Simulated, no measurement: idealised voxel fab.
process module | voxel transistor to metal
cross-section cut | 215 nm wide | cells 5 nm
A cross-section is a grid of square cells, given in bands from the top down. A band is one or more rows of cells.
Each band's line starts with the height of the band's top and of its bottom, in nm. Then come its materials from left to right, each with its width in nm. One material with "throughout" fills the band from edge to edge. "air" is empty space.
Height 0 is the level under which the wafer as received is all one material. The lowest band goes on downwards, as in "0 down".
A width such as "30 to 40" changes by the same amount from each row of cells to the next, from the band's top row to its bottom row.
"no change" after a step means that no cell of the cross-section changed.
closed voids: empty space of 8 cells or more with no open way to the top, each as width x height at its distance from the left edge, in nm
after a step's settings: what the simulator itself notes on the step
overlay nm, on a step with a mask: how far to the right of its planned place the mask lay; to the left if negative
plan
1 op RECEIVE | material Si
2 op CONFORMAL_DEP | material SiO2 | thk nm 5
3 op CONFORMAL_DEP | material SiN | thk nm 15
4 op PATTERN | tone cover | mask id ACTIVE | material resist | width nm 110 | thk nm 15 | overlay nm 0
5 op DIRECTIONAL_ETCH | etch materials SiN | depth nm 15
6 op DIRECTIONAL_ETCH | etch materials SiO2 | depth nm 5
7 op DIRECTIONAL_ETCH | etch materials Si | depth nm 20
8 op STRIP | etch materials resist
9 op OXIDIZE | depth nm 5
10 op FILL_DEP | material SiO2 | thk nm 15
11 op CMP | height nm 20
12 op SELECTIVE_ETCH | etch materials SiO2 | depth nm 10
13 op STRIP | etch materials SiN
14 op SELECTIVE_ETCH | etch materials SiO2 | depth nm 5
15 op OXIDIZE | depth nm 5
16 op DIRECTIONAL_DEP | material polySi | thk nm 25
17 op DIRECTIONAL_DEP | material SiCN | thk nm 10
18 op MASKED_ETCH | tone cover | mask id GATE | width nm 20 | etch materials SiCN | depth nm 20 | overlay nm 0
19 op MASKED_ETCH | tone cover | mask id GATE | width nm 20 | etch materials polySi | depth nm 35 | overlay nm 0
20 op CONFORMAL_DEP | material SiO2 | thk nm 5
21 op DIRECTIONAL_ETCH | etch materials SiO2 | depth nm 5
22 op CONFORMAL_DEP | material SiN | thk nm 5
23 op DIRECTIONAL_ETCH | etch materials SiN | depth nm 5
24 op DIRECTIONAL_ETCH | etch materials SiO2 | depth nm 5
25 op DIRECTIONAL_ETCH | etch materials Si | depth nm 10
26 op EPI | material SiGe | thk nm 15
27 op FILL_DEP | material SiO2 | thk nm 5
28 op CMP | height nm 35
29 op DIRECTIONAL_DEP | material SiO2 | thk nm 15
30 op DIRECTIONAL_DEP | material aC | thk nm 10
31 op PATTERN | tone open | mask id CONTACT | material resist | width nm 20 | pitch nm 70 | thk nm 30 | overlay nm 0
32 op DIRECTIONAL_ETCH | etch materials aC | depth nm 10
33 op STRIP | etch materials resist
34 op DIRECTIONAL_ETCH | etch materials SiO2 | depth nm 50
35 op STRIP | etch materials aC
36 op CONFORMAL_DEP | material TiN | thk nm 5
37 op FILL_DEP | material W | thk nm 10
38 op CMP | height nm 50
39 op DIRECTIONAL_DEP | material TiN | thk nm 5
40 op DIRECTIONAL_DEP | material Ru | thk nm 25
41 op DIRECTIONAL_DEP | material aC | thk nm 15
42 op PATTERN | tone cover | mask id METAL_1 | material resist | width nm 20 | pitch nm 70 | thk nm 35 | overlay nm 0
43 op DIRECTIONAL_ETCH | etch materials aC | depth nm 15
44 op STRIP | etch materials resist
45 op DIRECTIONAL_ETCH | etch materials Ru | depth nm 25
46 op DIRECTIONAL_ETCH | etch materials TiN | depth nm 5
47 op STRIP | etch materials aC
48 op FILL_DEP | material lowk | thk nm 10
49 op CMP | height nm 80
50 op CONFORMAL_DEP | material SiCN | thk nm 5
first wafer, as planned
as received, after step 1
  0 down: Si throughout
  closed voids: none
after step 2
  5 to 0: SiO2 throughout
  below 0: unchanged
after step 3
  20 to 5: SiN throughout
  below 5: unchanged
after step 4
  35 to 20: air 50 | resist 110 | air 55
  below 20: unchanged
after step 5
  35 to 20: air 50 | resist 110 | air 55
  20 to 5: air 50 | SiN 110 | air 55
  below 5: unchanged
after step 6
  35 to 20: air 50 | resist 110 | air 55
  20 to 5: air 50 | SiN 110 | air 55
  5 to 0: air 50 | SiO2 110 | air 55
  below 0: unchanged
after step 7
  35 to 20: air 50 | resist 110 | air 55
  20 to 5: air 50 | SiN 110 | air 55
  5 to 0: air 50 | SiO2 110 | air 55
  0 to -20: air 50 | Si 110 | air 55
  below -20: unchanged
after step 8
  20 to 5: air 50 | SiN 110 | air 55
  below 5: unchanged
after step 9
  20 to 5: air 50 | SiN 110 | air 55
  5 to 0: air 50 | SiO2 110 | air 55
  0 to -20: air 50 | SiO2 5 | Si 100 | SiO2 5 | air 55
  -20 to -25: SiO2 55 | Si 100 | SiO2 60
  below -25: unchanged
after step 10
  35 to 20: SiO2 throughout
  20 to 5: SiO2 50 | SiN 110 | SiO2 55
  5 to 0: SiO2 throughout
  0 to -25: SiO2 55 | Si 100 | SiO2 60
  below -25: unchanged
after step 11
  20 to 5: SiO2 50 | SiN 110 | SiO2 55
  below 5: unchanged
after step 12
  20 to 10: air 50 | SiN 110 | air 55
  below 10: unchanged
after step 13
  10 to 5: SiO2 50 | air 110 | SiO2 55
  below 5: unchanged
after step 14
  5 to 0: SiO2 45 | air 120 | SiO2 50
  below 0: unchanged
after step 15
  5 to 0: SiO2 45 | air 120 | SiO2 50
  0 to -5: SiO2 throughout
  below -5: unchanged
after step 16
  30 to 25: polySi 45 | air 120 | polySi 50
  25 to 5: polySi throughout
  5 to 0: SiO2 45 | polySi 120 | SiO2 50
  below 0: unchanged
after step 17
  40 to 35: SiCN 45 | air 120 | SiCN 50
  35 to 30: SiCN throughout
  30 to 25: polySi 45 | SiCN 120 | polySi 50
  below 25: unchanged
after step 18
  35 to 30: air 95 | SiCN 20 | air 100
  30 to 25: polySi 45 | air 50 | SiCN 20 | air 50 | polySi 50
  below 25: unchanged
after step 19
  35 to 25: air 95 | SiCN 20 | air 100
  25 to 5: air 95 | polySi 20 | air 100
  5 to 0: SiO2 45 | air 50 | polySi 20 | air 50 | SiO2 50
  below 0: unchanged
after step 20
  40 to 35: air 90 | SiO2 30 | air 95
  35 to 25: air 90 | SiO2 5 | SiCN 20 | SiO2 5 | air 95
  25 to 10: air 90 | SiO2 5 | polySi 20 | SiO2 5 | air 95
  10 to 5: SiO2 50 | air 40 | SiO2 5 | polySi 20 | SiO2 5 | air 40 | SiO2 55
  5 to 0: SiO2 95 | polySi 20 | SiO2 100
  below 0: unchanged
after step 21
  35 to 25: air 90 | SiO2 5 | SiCN 20 | SiO2 5 | air 95
  25 to 5: air 90 | SiO2 5 | polySi 20 | SiO2 5 | air 95
  5 to 0: SiO2 50 | air 40 | SiO2 5 | polySi 20 | SiO2 5 | air 40 | SiO2 55
  below 0: unchanged
after step 22
  40 to 35: air 85 | SiN 40 | air 90
  35 to 25: air 85 | SiN 5 | SiO2 5 | SiCN 20 | SiO2 5 | SiN 5 | air 90
  25 to 10: air 85 | SiN 5 | SiO2 5 | polySi 20 | SiO2 5 | SiN 5 | air 90
  10 to 5: SiN 55 | air 30 | SiN 5 | SiO2 5 | polySi 20 | SiO2 5 | SiN 5 | air 30 | SiN 60
  5 to 0: SiO2 50 | SiN 40 | SiO2 5 | polySi 20 | SiO2 5 | SiN 40 | SiO2 55
  below 0: unchanged
after step 23
  35 to 25: air 85 | SiN 5 | SiO2 5 | SiCN 20 | SiO2 5 | SiN 5 | air 90
  25 to 5: air 85 | SiN 5 | SiO2 5 | polySi 20 | SiO2 5 | SiN 5 | air 90
  5 to 0: SiO2 50 | SiN 5 | air 30 | SiN 5 | SiO2 5 | polySi 20 | SiO2 5 | SiN 5 | air 30 | SiN 5 | SiO2 55
  below 0: unchanged
after step 24
  35 to 30: air 85 | SiN 5 | air 5 | SiCN 20 | air 5 | SiN 5 | air 90
  30 to 25: air 85 | SiN 5 | SiO2 5 | SiCN 20 | SiO2 5 | SiN 5 | air 90
  25 to 5: air 85 | SiN 5 | SiO2 5 | polySi 20 | SiO2 5 | SiN 5 | air 90
  5 to 0: air 50 | SiN 5 | air 30 | SiN 5 | SiO2 5 | polySi 20 | SiO2 5 | SiN 5 | air 30 | SiN 5 | air 55
  0 to -5: SiO2 55 | air 30 | SiO2 40 | air 30 | SiO2 60
  below -5: unchanged
after step 25
  35 to 30: air 85 | SiN 5 | air 5 | SiCN 20 | air 5 | SiN 5 | air 90
  30 to 25: air 85 | SiN 5 | SiO2 5 | SiCN 20 | SiO2 5 | SiN 5 | air 90
  25 to 5: air 85 | SiN 5 | SiO2 5 | polySi 20 | SiO2 5 | SiN 5 | air 90
  5 to 0: air 50 | SiN 5 | air 30 | SiN 5 | SiO2 5 | polySi 20 | SiO2 5 | SiN 5 | air 30 | SiN 5 | air 55
  0 to -5: SiO2 55 | air 30 | SiO2 40 | air 30 | SiO2 60
  -5 to -15: SiO2 55 | air 30 | Si 40 | air 30 | SiO2 60
  below -15: unchanged
after step 26
  35 to 30: air 85 | SiN 5 | air 5 | SiCN 20 | air 5 | SiN 5 | air 90
  30 to 25: air 85 | SiN 5 | SiO2 5 | SiCN 20 | SiO2 5 | SiN 5 | air 90
  25 to 10: air 85 | SiN 5 | SiO2 5 | polySi 20 | SiO2 5 | SiN 5 | air 90
  10 to 5: air 70 | SiGe 15 | SiN 5 | SiO2 5 | polySi 20 | SiO2 5 | SiN 5 | SiGe 15 | air 75
  5 to 0: air 50 | SiN 5 | air 15 | SiGe 15 | SiN 5 | SiO2 5 | polySi 20 | SiO2 5 | SiN 5 | SiGe 15 | air 15 | SiN 5 | air 55
  0 to -5: SiO2 55 | SiGe 30 | SiO2 40 | SiGe 30 | SiO2 60
  -5 to -15: SiO2 55 | SiGe 30 | Si 40 | SiGe 30 | SiO2 60
  below -15: unchanged
after step 27
  40 to 35: SiO2 throughout
  35 to 25: SiO2 85 | SiN 5 | SiO2 5 | SiCN 20 | SiO2 5 | SiN 5 | SiO2 90
  25 to 10: SiO2 85 | SiN 5 | SiO2 5 | polySi 20 | SiO2 5 | SiN 5 | SiO2 90
  10 to 5: SiO2 70 | SiGe 15 | SiN 5 | SiO2 5 | polySi 20 | SiO2 5 | SiN 5 | SiGe 15 | SiO2 75
  5 to 0: SiO2 50 | SiN 5 | SiO2 15 | SiGe 15 | SiN 5 | SiO2 5 | polySi 20 | SiO2 5 | SiN 5 | SiGe 15 | SiO2 15 | SiN 5 | SiO2 55
  below 0: unchanged
after step 28
  35 to 25: SiO2 85 | SiN 5 | SiO2 5 | SiCN 20 | SiO2 5 | SiN 5 | SiO2 90
  below 25: unchanged
after step 29
  50 to 35: SiO2 throughout
  below 35: unchanged
after step 30
  60 to 50: aC throughout
  below 50: unchanged
after step 31
  90 to 60: resist 60 | air 20 | resist 50 | air 20 | resist 65
  below 60: unchanged
after step 32
  80 to 60: resist 60 | air 20 | resist 50 | air 20 | resist 65
  60 to 50: aC 60 | air 20 | aC 50 | air 20 | aC 65
  below 50: unchanged
after step 33
  60 to 50: aC 60 | air 20 | aC 50 | air 20 | aC 65
  below 50: unchanged
after step 34
  60 to 50: aC 60 | air 20 | aC 50 | air 20 | aC 65
  50 to 35: SiO2 60 | air 20 | SiO2 50 | air 20 | SiO2 65
  35 to 25: SiO2 60 | air 20 | SiO2 5 | SiN 5 | SiO2 5 | SiCN 20 | SiO2 5 | SiN 5 | SiO2 5 | air 20 | SiO2 65
  25 to 10: SiO2 60 | air 20 | SiO2 5 | SiN 5 | SiO2 5 | polySi 20 | SiO2 5 | SiN 5 | SiO2 5 | air 20 | SiO2 65
  10 to 5: SiO2 60 | air 10 | SiGe 15 | SiN 5 | SiO2 5 | polySi 20 | SiO2 5 | SiN 5 | SiGe 15 | air 10 | SiO2 65
  5 to 0: SiO2 50 | SiN 5 | SiO2 5 | air 10 | SiGe 15 | SiN 5 | SiO2 5 | polySi 20 | SiO2 5 | SiN 5 | SiGe 15 | air 10 | SiO2 5 | SiN 5 | SiO2 55
  below 0: unchanged
after step 35
  50 to 35: SiO2 60 | air 20 | SiO2 50 | air 20 | SiO2 65
  below 35: unchanged
after step 36
  55 to 50: TiN 65 | air 10 | TiN 60 | air 10 | TiN 70
  50 to 35: SiO2 60 | TiN 5 | air 10 | TiN 5 | SiO2 50 | TiN 5 | air 10 | TiN 5 | SiO2 65
  35 to 25: SiO2 60 | TiN 5 | air 10 | TiN 5 | SiO2 5 | SiN 5 | SiO2 5 | SiCN 20 | SiO2 5 | SiN 5 | SiO2 5 | TiN 5 | air 10 | TiN 5 | SiO2 65
  25 to 15: SiO2 60 | TiN 5 | air 10 | TiN 5 | SiO2 5 | SiN 5 | SiO2 5 | polySi 20 | SiO2 5 | SiN 5 | SiO2 5 | TiN 5 | air 10 | TiN 5 | SiO2 65
  15 to 10: SiO2 60 | TiN 20 | SiO2 5 | SiN 5 | SiO2 5 | polySi 20 | SiO2 5 | SiN 5 | SiO2 5 | TiN 20 | SiO2 65
  10 to 5: SiO2 60 | TiN 10 | SiGe 15 | SiN 5 | SiO2 5 | polySi 20 | SiO2 5 | SiN 5 | SiGe 15 | TiN 10 | SiO2 65
  5 to 0: SiO2 50 | SiN 5 | SiO2 5 | TiN 10 | SiGe 15 | SiN 5 | SiO2 5 | polySi 20 | SiO2 5 | SiN 5 | SiGe 15 | TiN 10 | SiO2 5 | SiN 5 | SiO2 55
  below 0: unchanged
after step 37
  65 to 55: W throughout
  55 to 50: TiN 65 | W 10 | TiN 60 | W 10 | TiN 70
  50 to 35: SiO2 60 | TiN 5 | W 10 | TiN 5 | SiO2 50 | TiN 5 | W 10 | TiN 5 | SiO2 65
  35 to 25: SiO2 60 | TiN 5 | W 10 | TiN 5 | SiO2 5 | SiN 5 | SiO2 5 | SiCN 20 | SiO2 5 | SiN 5 | SiO2 5 | TiN 5 | W 10 | TiN 5 | SiO2 65
  25 to 15: SiO2 60 | TiN 5 | W 10 | TiN 5 | SiO2 5 | SiN 5 | SiO2 5 | polySi 20 | SiO2 5 | SiN 5 | SiO2 5 | TiN 5 | W 10 | TiN 5 | SiO2 65
  below 15: unchanged
after step 38
  50 to 35: SiO2 60 | TiN 5 | W 10 | TiN 5 | SiO2 50 | TiN 5 | W 10 | TiN 5 | SiO2 65
  below 35: unchanged
after step 39
  55 to 50: TiN throughout
  below 50: unchanged
after step 40
  80 to 55: Ru throughout
  below 55: unchanged
after step 41
  95 to 80: aC throughout
  below 80: unchanged
after step 42
  130 to 95: air 60 | resist 20 | air 50 | resist 20 | air 65
  below 95: unchanged
after step 43
  115 to 95: air 60 | resist 20 | air 50 | resist 20 | air 65
  95 to 80: air 60 | aC 20 | air 50 | aC 20 | air 65
  below 80: unchanged
after step 44
  95 to 80: air 60 | aC 20 | air 50 | aC 20 | air 65
  below 80: unchanged
after step 45
  95 to 80: air 60 | aC 20 | air 50 | aC 20 | air 65
  80 to 55: air 60 | Ru 20 | air 50 | Ru 20 | air 65
  below 55: unchanged
after step 46
  95 to 80: air 60 | aC 20 | air 50 | aC 20 | air 65
  80 to 55: air 60 | Ru 20 | air 50 | Ru 20 | air 65
  55 to 50: air 60 | TiN 20 | air 50 | TiN 20 | air 65
  below 50: unchanged
after step 47
  80 to 55: air 60 | Ru 20 | air 50 | Ru 20 | air 65
  below 55: unchanged
after step 48
  90 to 80: lowk throughout
  80 to 55: lowk 60 | Ru 20 | lowk 50 | Ru 20 | lowk 65
  55 to 50: lowk 60 | TiN 20 | lowk 50 | TiN 20 | lowk 65
  below 50: unchanged
after step 49
  80 to 55: lowk 60 | Ru 20 | lowk 50 | Ru 20 | lowk 65
  below 55: unchanged
after step 50
  85 to 80: SiCN throughout
  below 80: unchanged
second wafer: like start, like plan, one mistake. Through step 11 it matches the first wafer
when step 12 should have ended
  20 to 5: SiO2 50 | air 110 | SiO2 55
  below 5: unchanged
when step 13 should have ended
  10 to 0: SiO2 40 | air 130 | SiO2 45
  0 to -5: SiO2 40 | air 15 | Si 100 | air 15 | SiO2 45
  below -5: unchanged
when step 14 should have ended
  5 to 0: SiO2 35 | air 140 | SiO2 40
  0 to -10: SiO2 35 | air 20 | Si 100 | air 20 | SiO2 40
  below -10: unchanged
when step 15 should have ended
  5 to 0: SiO2 35 | air 140 | SiO2 40
  0 to -5: SiO2 35 | air 20 | SiO2 100 | air 20 | SiO2 40
  -5 to -10: SiO2 35 | air 20 | SiO2 5 | Si 90 | SiO2 5 | air 20 | SiO2 40
  -10 to -15: SiO2 60 | Si 90 | SiO2 65
  below -15: unchanged
when step 16 should have ended
  30 to 25: polySi 35 | air 140 | polySi 40
  25 to 15: polySi 35 | air 20 | polySi 100 | air 20 | polySi 40
  15 to 5: polySi throughout
  5 to 0: SiO2 35 | polySi 140 | SiO2 40
  0 to -5: SiO2 35 | polySi 20 | SiO2 100 | polySi 20 | SiO2 40
  -5 to -10: SiO2 35 | polySi 20 | SiO2 5 | Si 90 | SiO2 5 | polySi 20 | SiO2 40
  below -10: unchanged
when step 17 should have ended
  40 to 35: SiCN 35 | air 140 | SiCN 40
  35 to 30: SiCN 35 | air 20 | SiCN 100 | air 20 | SiCN 40
  30 to 25: polySi 35 | air 20 | SiCN 100 | air 20 | polySi 40
  25 to 15: polySi 35 | SiCN 20 | polySi 100 | SiCN 20 | polySi 40
  below 15: unchanged
when step 18 should have ended
  35 to 30: air 95 | SiCN 20 | air 100
  30 to 25: polySi 35 | air 60 | SiCN 20 | air 60 | polySi 40
  25 to 15: polySi 35 | air 20 | polySi 100 | air 20 | polySi 40
  below 15: unchanged
when step 19 should have ended
  35 to 25: air 95 | SiCN 20 | air 100
  25 to 5: air 95 | polySi 20 | air 100
  5 to 0: SiO2 35 | air 60 | polySi 20 | air 60 | SiO2 40
  0 to -5: SiO2 35 | air 20 | SiO2 100 | air 20 | SiO2 40
  -5 to -10: SiO2 35 | air 20 | SiO2 5 | Si 90 | SiO2 5 | air 20 | SiO2 40
  below -10: unchanged
when step 20 should have ended
  40 to 35: air 90 | SiO2 30 | air 95
  35 to 25: air 90 | SiO2 5 | SiCN 20 | SiO2 5 | air 95
  25 to 10: air 90 | SiO2 5 | polySi 20 | SiO2 5 | air 95
  10 to 0: SiO2 40 | air 50 to 10 | SiO2 5 to 45 | polySi 20 | SiO2 5 to 45 | air 50 to 10 | SiO2 45
  0 to -5: SiO2 40 | air 10 | SiO2 110 | air 10 | SiO2 45
  -5 to -15: SiO2 60 | Si 90 | SiO2 65
  below -15: unchanged
when step 21 should have ended
  35 to 25: air 90 | SiO2 5 | SiCN 20 | SiO2 5 | air 95
  25 to 5: air 90 | SiO2 5 | polySi 20 | SiO2 5 | air 95
  5 to 0: SiO2 40 | air 50 | SiO2 5 | polySi 20 | SiO2 5 | air 50 | SiO2 45
  0 to -5: SiO2 40 | air 10 | SiO2 110 | air 10 | SiO2 45
  -5 to -10: SiO2 40 | air 10 | SiO2 10 | Si 90 | SiO2 10 | air 10 | SiO2 45
  below -10: unchanged
when step 22 should have ended
  40 to 35: air 85 | SiN 40 | air 90
  35 to 25: air 85 | SiN 5 | SiO2 5 | SiCN 20 | SiO2 5 | SiN 5 | air 90
  25 to 10: air 85 | SiN 5 | SiO2 5 | polySi 20 | SiO2 5 | SiN 5 | air 90
  10 to 5: SiN 45 | air 40 | SiN 5 | SiO2 5 | polySi 20 | SiO2 5 | SiN 5 | air 40 | SiN 50
  5 to 0: SiO2 40 | SiN 50 | SiO2 5 | polySi 20 | SiO2 5 | SiN 50 | SiO2 45
  0 to -5: SiO2 40 | SiN 10 | SiO2 110 | SiN 10 | SiO2 45
  -5 to -10: SiO2 40 | SiN 10 | SiO2 10 | Si 90 | SiO2 10 | SiN 10 | SiO2 45
  below -10: unchanged
when step 23 should have ended
  35 to 25: air 85 | SiN 5 | SiO2 5 | SiCN 20 | SiO2 5 | SiN 5 | air 90
  25 to 5: air 85 | SiN 5 | SiO2 5 | polySi 20 | SiO2 5 | SiN 5 | air 90
  5 to 0: SiO2 40 | SiN 5 | air 40 | SiN 5 | SiO2 5 | polySi 20 | SiO2 5 | SiN 5 | air 40 | SiN 5 | SiO2 45
  below 0: unchanged
when step 24 should have ended
  35 to 30: air 85 | SiN 5 | air 5 | SiCN 20 | air 5 | SiN 5 | air 90
  30 to 25: air 85 | SiN 5 | SiO2 5 | SiCN 20 | SiO2 5 | SiN 5 | air 90
  25 to 5: air 85 | SiN 5 | SiO2 5 | polySi 20 | SiO2 5 | SiN 5 | air 90
  5 to 0: air 40 | SiN 5 | air 40 | SiN 5 | SiO2 5 | polySi 20 | SiO2 5 | SiN 5 | air 40 | SiN 5 | air 45
  0 to -5: SiO2 40 | SiN 10 | air 35 | SiO2 40 | air 35 | SiN 10 | SiO2 45
  below -5: unchanged
when step 25 should have ended
  35 to 30: air 85 | SiN 5 | air 5 | SiCN 20 | air 5 | SiN 5 | air 90
  30 to 25: air 85 | SiN 5 | SiO2 5 | SiCN 20 | SiO2 5 | SiN 5 | air 90
  25 to 5: air 85 | SiN 5 | SiO2 5 | polySi 20 | SiO2 5 | SiN 5 | air 90
  5 to 0: air 40 | SiN 5 | air 40 | SiN 5 | SiO2 5 | polySi 20 | SiO2 5 | SiN 5 | air 40 | SiN 5 | air 45
  0 to -5: SiO2 40 | SiN 10 | air 35 | SiO2 40 | air 35 | SiN 10 | SiO2 45
  -5 to -10: SiO2 40 | SiN 10 | SiO2 10 | air 25 | Si 40 | air 25 | SiO2 10 | SiN 10 | SiO2 45
  -10 to -15: SiO2 60 | air 25 | Si 40 | air 25 | SiO2 65
  below -15: unchanged
when step 26 should have ended
  35 to 30: air 85 | SiN 5 | air 5 | SiCN 20 | air 5 | SiN 5 | air 90
  30 to 25: air 85 | SiN 5 | SiO2 5 | SiCN 20 | SiO2 5 | SiN 5 | air 90
  25 to 10: air 85 | SiN 5 | SiO2 5 | polySi 20 | SiO2 5 | SiN 5 | air 90
  10 to 5: air 70 | SiGe 15 | SiN 5 | SiO2 5 | polySi 20 | SiO2 5 | SiN 5 | SiGe 15 | air 75
  5 to 0: air 40 | SiN 5 | air 25 | SiGe 15 | SiN 5 | SiO2 5 | polySi 20 | SiO2 5 | SiN 5 | SiGe 15 | air 25 | SiN 5 | air 45
  0 to -5: SiO2 40 | SiN 10 | air 5 | SiGe 30 | SiO2 40 | SiGe 30 | air 5 | SiN 10 | SiO2 45
  -5 to -10: SiO2 40 | SiN 10 | SiO2 10 | SiGe 25 | Si 40 | SiGe 25 | SiO2 10 | SiN 10 | SiO2 45
  -10 to -15: SiO2 60 | SiGe 25 | Si 40 | SiGe 25 | SiO2 65
  below -15: unchanged
when step 27 should have ended
  40 to 35: SiO2 throughout
  35 to 25: SiO2 85 | SiN 5 | SiO2 5 | SiCN 20 | SiO2 5 | SiN 5 | SiO2 90
  25 to 10: SiO2 85 | SiN 5 | SiO2 5 | polySi 20 | SiO2 5 | SiN 5 | SiO2 90
  10 to 5: SiO2 70 | SiGe 15 | SiN 5 | SiO2 5 | polySi 20 | SiO2 5 | SiN 5 | SiGe 15 | SiO2 75
  5 to 0: SiO2 40 | SiN 5 | SiO2 25 | SiGe 15 | SiN 5 | SiO2 5 | polySi 20 | SiO2 5 | SiN 5 | SiGe 15 | SiO2 25 | SiN 5 | SiO2 45
  0 to -5: SiO2 40 | SiN 10 | SiO2 5 | SiGe 30 | SiO2 40 | SiGe 30 | SiO2 5 | SiN 10 | SiO2 45
  below -5: unchanged
when step 28 should have ended
  35 to 25: SiO2 85 | SiN 5 | SiO2 5 | SiCN 20 | SiO2 5 | SiN 5 | SiO2 90
  below 25: unchanged
when step 29 should have ended
  50 to 35: SiO2 throughout
  below 35: unchanged
when step 30 should have ended
  60 to 50: aC throughout
  below 50: unchanged
when step 31 should have ended
  90 to 60: resist 60 | air 20 | resist 50 | air 20 | resist 65
  below 60: unchanged
when step 32 should have ended
  80 to 60: resist 60 | air 20 | resist 50 | air 20 | resist 65
  60 to 50: aC 60 | air 20 | aC 50 | air 20 | aC 65
  below 50: unchanged
when step 33 should have ended
  60 to 50: aC 60 | air 20 | aC 50 | air 20 | aC 65
  below 50: unchanged
when step 34 should have ended
  60 to 50: aC 60 | air 20 | aC 50 | air 20 | aC 65
  50 to 35: SiO2 60 | air 20 | SiO2 50 | air 20 | SiO2 65
  35 to 25: SiO2 60 | air 20 | SiO2 5 | SiN 5 | SiO2 5 | SiCN 20 | SiO2 5 | SiN 5 | SiO2 5 | air 20 | SiO2 65
  25 to 10: SiO2 60 | air 20 | SiO2 5 | SiN 5 | SiO2 5 | polySi 20 | SiO2 5 | SiN 5 | SiO2 5 | air 20 | SiO2 65
  10 to 5: SiO2 60 | air 10 | SiGe 15 | SiN 5 | SiO2 5 | polySi 20 | SiO2 5 | SiN 5 | SiGe 15 | air 10 | SiO2 65
  5 to 0: SiO2 40 | SiN 5 | SiO2 15 | air 10 | SiGe 15 | SiN 5 | SiO2 5 | polySi 20 | SiO2 5 | SiN 5 | SiGe 15 | air 10 | SiO2 15 | SiN 5 | SiO2 45
  below 0: unchanged
when step 35 should have ended
  50 to 35: SiO2 60 | air 20 | SiO2 50 | air 20 | SiO2 65
  below 35: unchanged
when step 36 should have ended
  55 to 50: TiN 65 | air 10 | TiN 60 | air 10 | TiN 70
  50 to 35: SiO2 60 | TiN 5 | air 10 | TiN 5 | SiO2 50 | TiN 5 | air 10 | TiN 5 | SiO2 65
  35 to 25: SiO2 60 | TiN 5 | air 10 | TiN 5 | SiO2 5 | SiN 5 | SiO2 5 | SiCN 20 | SiO2 5 | SiN 5 | SiO2 5 | TiN 5 | air 10 | TiN 5 | SiO2 65
  25 to 15: SiO2 60 | TiN 5 | air 10 | TiN 5 | SiO2 5 | SiN 5 | SiO2 5 | polySi 20 | SiO2 5 | SiN 5 | SiO2 5 | TiN 5 | air 10 | TiN 5 | SiO2 65
  15 to 10: SiO2 60 | TiN 20 | SiO2 5 | SiN 5 | SiO2 5 | polySi 20 | SiO2 5 | SiN 5 | SiO2 5 | TiN 20 | SiO2 65
  10 to 5: SiO2 60 | TiN 10 | SiGe 15 | SiN 5 | SiO2 5 | polySi 20 | SiO2 5 | SiN 5 | SiGe 15 | TiN 10 | SiO2 65
  5 to 0: SiO2 40 | SiN 5 | SiO2 15 | TiN 10 | SiGe 15 | SiN 5 | SiO2 5 | polySi 20 | SiO2 5 | SiN 5 | SiGe 15 | TiN 10 | SiO2 15 | SiN 5 | SiO2 45
  below 0: unchanged
when step 37 should have ended
  65 to 55: W throughout
  55 to 50: TiN 65 | W 10 | TiN 60 | W 10 | TiN 70
  50 to 35: SiO2 60 | TiN 5 | W 10 | TiN 5 | SiO2 50 | TiN 5 | W 10 | TiN 5 | SiO2 65
  35 to 25: SiO2 60 | TiN 5 | W 10 | TiN 5 | SiO2 5 | SiN 5 | SiO2 5 | SiCN 20 | SiO2 5 | SiN 5 | SiO2 5 | TiN 5 | W 10 | TiN 5 | SiO2 65
  25 to 15: SiO2 60 | TiN 5 | W 10 | TiN 5 | SiO2 5 | SiN 5 | SiO2 5 | polySi 20 | SiO2 5 | SiN 5 | SiO2 5 | TiN 5 | W 10 | TiN 5 | SiO2 65
  below 15: unchanged
when step 38 should have ended
  50 to 35: SiO2 60 | TiN 5 | W 10 | TiN 5 | SiO2 50 | TiN 5 | W 10 | TiN 5 | SiO2 65
  below 35: unchanged
when step 39 should have ended
  55 to 50: TiN throughout
  below 50: unchanged
when step 40 should have ended
  80 to 55: Ru throughout
  below 55: unchanged
when step 41 should have ended
  95 to 80: aC throughout
  below 80: unchanged
when step 42 should have ended
  130 to 95: air 60 | resist 20 | air 50 | resist 20 | air 65
  below 95: unchanged
when step 43 should have ended
  115 to 95: air 60 | resist 20 | air 50 | resist 20 | air 65
  95 to 80: air 60 | aC 20 | air 50 | aC 20 | air 65
  below 80: unchanged
when step 44 should have ended
  95 to 80: air 60 | aC 20 | air 50 | aC 20 | air 65
  below 80: unchanged
when step 45 should have ended
  95 to 80: air 60 | aC 20 | air 50 | aC 20 | air 65
  80 to 55: air 60 | Ru 20 | air 50 | Ru 20 | air 65
  below 55: unchanged
when step 46 should have ended
  95 to 80: air 60 | aC 20 | air 50 | aC 20 | air 65
  80 to 55: air 60 | Ru 20 | air 50 | Ru 20 | air 65
  55 to 50: air 60 | TiN 20 | air 50 | TiN 20 | air 65
  below 50: unchanged
when step 47 should have ended
  80 to 55: air 60 | Ru 20 | air 50 | Ru 20 | air 65
  below 55: unchanged
when step 48 should have ended
  90 to 80: lowk throughout
  80 to 55: lowk 60 | Ru 20 | lowk 50 | Ru 20 | lowk 65
  55 to 50: lowk 60 | TiN 20 | lowk 50 | TiN 20 | lowk 65
  below 50: unchanged
when step 49 should have ended
  80 to 55: lowk 60 | Ru 20 | lowk 50 | Ru 20 | lowk 65
  below 55: unchanged
when step 50 should have ended
  85 to 80: SiCN throughout
  below 80: unchanged
what went wrong: steps 12 and 13 were swapped
at the end the second wafer has, in cells: 4 fewer of SiGe | 8 more of SiN | 4 fewer of SiO2
